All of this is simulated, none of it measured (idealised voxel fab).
Process module, titled voxel capacitor over wiring
Square cells of 5 nm make up the cross-section cut, whose width is 240 nm.
Cross-sections here: square-cell grids, written as top-down lists of bands, a band being one or more rows of cells. This entry defines a band. It first specifies the height of the band's top and the height of its bottom in nm, and then specifies the band's materials from left to right, stating each material with its width in nm. The word "edge to edge" identifies a single material that fills the band from edge to edge, while the word "air" identifies empty space. Measure heights from 0. That's the level where, below it, the as-received wafer is all one material. The lowest band is bottomless and extends downward; write it as in "0 -> down". A two-number width, for instance "30->40", indicates that the width is equal to the first number in the top row of the band and to the second number in the bottom row, and that it changes by a constant amount per row of cells. When a step is marked "no modification", none of the cells in the cross-section changed during that step. In the "Unvented internal voids" entry, you get each enclosed empty space of 8 cells or more, one with no open way to the top, written width x height at distance, distance from the left edge, in nm. If you see something after the settings on a step's line, that's the simulator's own remark about that step. overlay nm: where the mask lay relative to plan, measured to the right, on steps with a mask; negatives go left.
# The process steps that were planned are listed below
step 1: RECEIVE (material Si)
step 2: CONFORMAL_DEP (material SiO2; thk nm 15)
step 3: DIRECTIONAL_DEP (material TiN; thk nm 5)
step 4: DIRECTIONAL_DEP (material Ru; thk nm 15)
step 5: DIRECTIONAL_DEP (material aC; thk nm 10)
step 6: PATTERN (tone cover; mask id METAL_1; material resist; width nm 25; pitch nm 75; thk nm 25; overlay nm 0)
step 7: DIRECTIONAL_ETCH (etch materials aC; depth nm 10)
step 8: STRIP (etch materials resist)
step 9: DIRECTIONAL_ETCH (etch materials Ru; depth nm 15)
step 10: DIRECTIONAL_ETCH (etch materials TiN; depth nm 5)
step 11: STRIP (etch materials aC)
step 12: FILL_DEP (material SiO2; thk nm 10)
step 13: CMP (height nm 35)
step 14: CONFORMAL_DEP (material SiCN; thk nm 5)
step 15: DIRECTIONAL_DEP (material SiO2; thk nm 20)
step 16: MASKED_ETCH (tone open; mask id PLUG_1; width nm 15; etch materials SiO2; depth nm 20; overlay nm 0)
step 17: MASKED_ETCH (tone open; mask id PLUG_1; width nm 15; etch materials SiCN; depth nm 5; overlay nm 0)
step 18: EPI (material Ru; thk nm 10)
step 19: EPI (material Ru; thk nm 10)
step 20: EPI (material Ru; thk nm 5)
step 21: DIRECTIONAL_DEP (material TiN; thk nm 10)
step 22: DIRECTIONAL_DEP (material SiN; thk nm 5)
step 23: DIRECTIONAL_DEP (material TiN; thk nm 10)
step 24: DIRECTIONAL_DEP (material aC; thk nm 15)
step 25: PATTERN (tone cover; mask id UPPER_PLATE; material resist; width nm 55; thk nm 30; overlay nm 0)
step 26: DIRECTIONAL_ETCH (etch materials aC; depth nm 15)
step 27: STRIP (etch materials resist)
step 28: DIRECTIONAL_ETCH (etch materials TiN; depth nm 10)
step 29: DIRECTIONAL_ETCH (etch materials SiN; depth nm 5)
step 30: STRIP (etch materials aC)
step 31: DIRECTIONAL_DEP (material aC; thk nm 15)
step 32: PATTERN (tone cover; mask id LOWER_PLATE; material resist; width nm 65; thk nm 30; overlay nm 0)
step 33: DIRECTIONAL_ETCH (etch materials aC; depth nm 15)
step 34: STRIP (etch materials resist)
step 35: DIRECTIONAL_ETCH (etch materials TiN; depth nm 10)
step 36: STRIP (etch materials aC)
step 37: FILL_DEP (material SiO2; thk nm 15)
step 38: CMP (height nm 95)
step 39: DIRECTIONAL_DEP (material aC; thk nm 10)
step 40: PATTERN (tone open; mask id PLUG_2; material resist; width nm 15; thk nm 30; overlay nm 0)
step 41: DIRECTIONAL_ETCH (etch materials aC; depth nm 10)
step 42: STRIP (etch materials resist)
step 43: DIRECTIONAL_ETCH (etch materials SiO2; depth nm 10)
step 44: STRIP (etch materials aC)
step 45: CONFORMAL_DEP (material TiN; thk nm 5)
step 46: FILL_DEP (material Cu; thk nm 5)
step 47: CMP (height nm 95)
step 48: CONFORMAL_DEP (material SiN; thk nm 5)
# Cross-sectional view of the wafer in its as-received condition, corresponding to the state after step 1
* 0 -> down = Si edge to edge
* Unvented internal voids: none
# Wafer cross-section at module end: first of two, run to plan
* 100 -> 95 = SiN edge to edge
* 95 -> 90 = SiO2 90 nm / TiN 5 nm / Cu 5 nm / TiN 5 nm / SiO2 135 nm
* 90 -> 85 = SiO2 90 nm / TiN 15 nm / SiO2 135 nm
* 85 -> 75 = SiO2 80 nm / TiN 55 nm / SiO2 105 nm
* 75 -> 70 = SiO2 80 nm / SiN 55 nm / SiO2 105 nm
* 70 -> 60 = SiO2 75 nm / TiN 65 nm / SiO2 100 nm
* 60 -> 40 = SiO2 80 nm / Ru 15 nm / SiO2 145 nm
* 40 -> 35 = SiCN 80 nm / Ru 15 nm / SiCN 145 nm
* 35 -> 20 = SiO2 70 nm / Ru 25 nm / SiO2 50 nm / Ru 25 nm / SiO2 70 nm
* 20 -> 15 = SiO2 70 nm / TiN 25 nm / SiO2 50 nm / TiN 25 nm / SiO2 70 nm
* 15 -> 0 = SiO2 edge to edge
* 0 -> down = Si edge to edge
* Unvented internal voids: none
# Cross-section, second wafer: same start as the first, same plan as the first, one mistake in running it; taken at the end of the module
* 100 -> 95 = SiN edge to edge
* 95 -> 90 = SiO2 90 nm / TiN 5 nm / Cu 5 nm / TiN 5 nm / SiO2 135 nm
* 90 -> 85 = SiO2 90 nm / TiN 15 nm / SiO2 135 nm
* 85 -> 75 = SiO2 80 nm / TiN 55 nm / SiO2 105 nm
* 75 -> 70 = SiO2 80 nm / SiN 55 nm / SiO2 105 nm
* 70 -> 60 = SiO2 75 nm / TiN 65 nm / SiO2 100 nm
* 60 -> 40 = SiO2 80 nm / Ru 15 nm / SiO2 145 nm
* 40 -> 35 = SiCN 80 nm / Ru 15 nm / SiCN 145 nm
* 35 -> 20 = SiO2 70 nm / Ru 25 nm / SiO2 50 nm / Ru 25 nm / SiO2 70 nm
* 20 -> 5 = SiO2 edge to edge
* 5 -> 0 = TiN edge to edge
* 0 -> down = Si edge to edge
* Unvented internal voids: none
Heads up, the wafer didn't run the way we planned it: order of steps 2 and 3 inverted relative to the plan
Bottom line after processing is that, in cells, the second wafer is up or down on some materials versus the first: -38 SiO2; +38 TiN
